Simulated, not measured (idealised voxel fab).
The process module that follows is named voxel wiring stack.
Xsec cut, 290 nm wide, square cell size 5 nm.
Think of the cross-section as a grid of square cells. We describe it in bands, top to bottom, and each band covers one or more rows of those cells.
It is stipulated that each band's entry specify, in nanometres, the height of the top of the band and then that of its bottom, followed by the materials of the band in left-to-right sequence, each together with its width in nanometres. A single material marked by the word "throughout" is understood to fill the band from edge to edge; the word "empty" is understood to denote empty space.
We count height from 0. Below that, the starting wafer is all one material. The lowest band never ends at the bottom but goes on down; see "from 0 down" for how that is written.
Quick explanation for "30->40": the width changes in equal steps down the rows of cells, from the first number in the band's top row to the second number in its bottom row.
The designation "nothing altered", where it is given for a processing step, indicates that no cell of the cross-section was altered in the course of that step.
Heads up: "Enclosed cavity list" only lists the empty pockets with no open path to the top that are 8 cells or more, and it writes them as width x height at distance, distance from the left edge, in nm.
On each step's line, the part that comes after the settings is the simulator's own comment on the step.
You can add "overlay nm" to a step's line. For a step with a mask, it describes how far the mask lay to the right of its planned position, and a negative number describes a lay to the left.
# List of planned process steps
1) RECEIVE,material Si
2) CONFORMAL_DEP,material SiO2,thk nm 15
3) DIRECTIONAL_DEP,material TiN,thk nm 5
4) DIRECTIONAL_DEP,material W,thk nm 15
5) DIRECTIONAL_DEP,material aC,thk nm 10
6) PATTERN,tone cover,mask id METAL_1,material resist,width nm 25,pitch nm 50,thk nm 25,overlay nm 0
7) DIRECTIONAL_ETCH,etch materials aC,depth nm 10
8) STRIP,etch materials resist
9) DIRECTIONAL_ETCH,etch materials W,depth nm 15
10) DIRECTIONAL_ETCH,etch materials TiN,depth nm 5
11) STRIP,etch materials aC
12) FILL_DEP,material SiO2,thk nm 5
13) CMP,height nm 35
14) CONFORMAL_DEP,material SiCN,thk nm 5
15) DIRECTIONAL_DEP,material SiO2,thk nm 20
16) MASKED_ETCH,tone open,mask id PLUG_1,width nm 15,etch materials SiO2,depth nm 20,overlay nm 0
17) MASKED_ETCH,tone open,mask id PLUG_1,width nm 15,etch materials SiCN,depth nm 5,overlay nm 0
18) EPI,material Ru,thk nm 10
19) EPI,material Ru,thk nm 10
20) EPI,material Ru,thk nm 5
21) CONFORMAL_DEP,material SiCN,thk nm 5
22) DIRECTIONAL_DEP,material lowk,thk nm 25
23) PATTERN,tone open,mask id METAL_2,material resist,width nm 25,pitch nm 50,thk nm 20,overlay nm 0
24) DIRECTIONAL_ETCH,etch materials lowk,depth nm 25
25) DIRECTIONAL_ETCH,etch materials SiCN,depth nm 5
26) STRIP,etch materials resist
27) CONFORMAL_DEP,material TiN,thk nm 5
28) FILL_DEP,material Ru,thk nm 5
29) CMP,height nm 90
30) EPI,material Ru,thk nm 5
31) FILL_DEP,material SiCN,thk nm 5
32) DIRECTIONAL_DEP,material SiO2,thk nm 20
33) DIRECTIONAL_DEP,material aC,thk nm 10
34) PATTERN,tone open,mask id PLUG_2,material resist,width nm 15,pitch nm 50,thk nm 25,overlay nm 0
35) DIRECTIONAL_ETCH,etch materials aC,depth nm 10
36) STRIP,etch materials resist
37) DIRECTIONAL_ETCH,etch materials SiO2,depth nm 20
38) DIRECTIONAL_ETCH,etch materials SiCN,depth nm 5
39) STRIP,etch materials aC
40) EPI,material Ru,thk nm 10
41) EPI,material Ru,thk nm 10
42) EPI,material Ru,thk nm 5
43) CONFORMAL_DEP,material SiCN,thk nm 5
44) DIRECTIONAL_DEP,material SiO2,thk nm 25
45) DIRECTIONAL_DEP,material aC,thk nm 15
46) PATTERN,tone open,mask id METAL_3,material resist,width nm 25,pitch nm 50,thk nm 35,overlay nm 0
47) DIRECTIONAL_ETCH,etch materials aC,depth nm 15
48) STRIP,etch materials resist
49) DIRECTIONAL_ETCH,etch materials SiO2,depth nm 25
50) DIRECTIONAL_ETCH,etch materials SiCN,depth nm 5
51) STRIP,etch materials aC
52) CONFORMAL_DEP,material TiN,thk nm 5
53) FILL_DEP,material Cu,thk nm 5
54) CMP,height nm 150
55) CONFORMAL_DEP,material SiN,thk nm 5
# as received, after step 1
from 0 down: Si throughout
Enclosed cavity list: none
# Looking at the first of two wafers in cross-section at end of module - ran to plan
from 155 to 150: SiN throughout
from 150 to 125: 105 of SiO2; 5 of TiN; 15 of Cu; 5 of TiN; 25 of SiO2; 5 of TiN; 15 of Cu; 5 of TiN; 110 of SiO2
from 125 to 120: 105 of SiCN; 25 of TiN; 25 of SiCN; 25 of TiN; 110 of SiCN
from 120 to 100: 105 of SiO2; 15 of Ru; 35 of SiO2; 15 of Ru; 120 of SiO2
from 100 to 90: 105->100 of SiCN; 15->35 of Ru; 35->15 of SiCN; 15->35 of Ru; 120->105 of SiCN
from 90 to 65: 105 of lowk; 5 of TiN; 15 of Ru; 5 of TiN; 25 of lowk; 5 of TiN; 15 of Ru; 5 of TiN; 110 of lowk
from 65 to 60: 105 of SiCN; 25 of TiN; 25 of SiCN; 25 of TiN; 110 of SiCN
from 60 to 40: 105 of SiO2; 15 of Ru; 170 of SiO2
from 40 to 35: 105 of SiCN; 15 of Ru; 170 of SiCN
from 35 to 20: 105 of SiO2; 25 of W; 25 of SiO2; 25 of W; 110 of SiO2
from 20 to 15: 105 of SiO2; 25 of TiN; 25 of SiO2; 25 of TiN; 110 of SiO2
from 15 to 0: SiO2 throughout
from 0 down: Si throughout
Enclosed cavity list: none
# Second wafer through the module, sectioned at the end: same beginning and same plan as the first wafer, with one mistake in carrying it out
from 155 to 150: SiN throughout
from 150 to 125: 105 of SiO2; 5 of TiN; 15 of Cu; 5 of TiN; 25 of SiO2; 5 of TiN; 15 of Cu; 5 of TiN; 110 of SiO2
from 125 to 120: 105 of SiCN; 25 of TiN; 25 of SiCN; 25 of TiN; 110 of SiCN
from 120 to 100: 110 of SiO2; 15 of Ru; 35 of SiO2; 15 of Ru; 115 of SiO2
from 100 to 90: 110->100 of SiCN; 15->35 of Ru; 35->15 of SiCN; 15->35 of Ru; 115->105 of SiCN
from 90 to 65: 105 of lowk; 5 of TiN; 15 of Ru; 5 of TiN; 25 of lowk; 5 of TiN; 15 of Ru; 5 of TiN; 110 of lowk
from 65 to 60: 105 of SiCN; 25 of TiN; 25 of SiCN; 25 of TiN; 110 of SiCN
from 60 to 40: 105 of SiO2; 15 of Ru; 170 of SiO2
from 40 to 35: 105 of SiCN; 15 of Ru; 170 of SiCN
from 35 to 20: 105 of SiO2; 25 of W; 25 of SiO2; 25 of W; 110 of SiO2
from 20 to 15: 105 of SiO2; 25 of TiN; 25 of SiO2; 25 of TiN; 110 of SiO2
from 15 to 0: SiO2 throughout
from 0 down: Si throughout
Enclosed cavity list: none
The mistake made against the process plan was this: note that step 34 departed from the planned setting and was carried out as PATTERN,tone open,mask id PLUG_2,material resist,width nm 15,pitch nm 50,thk nm 25,overlay nm 5
The concluding comparison shows that, measured in cells, each material is equally abundant on both wafers, albeit at different positions.
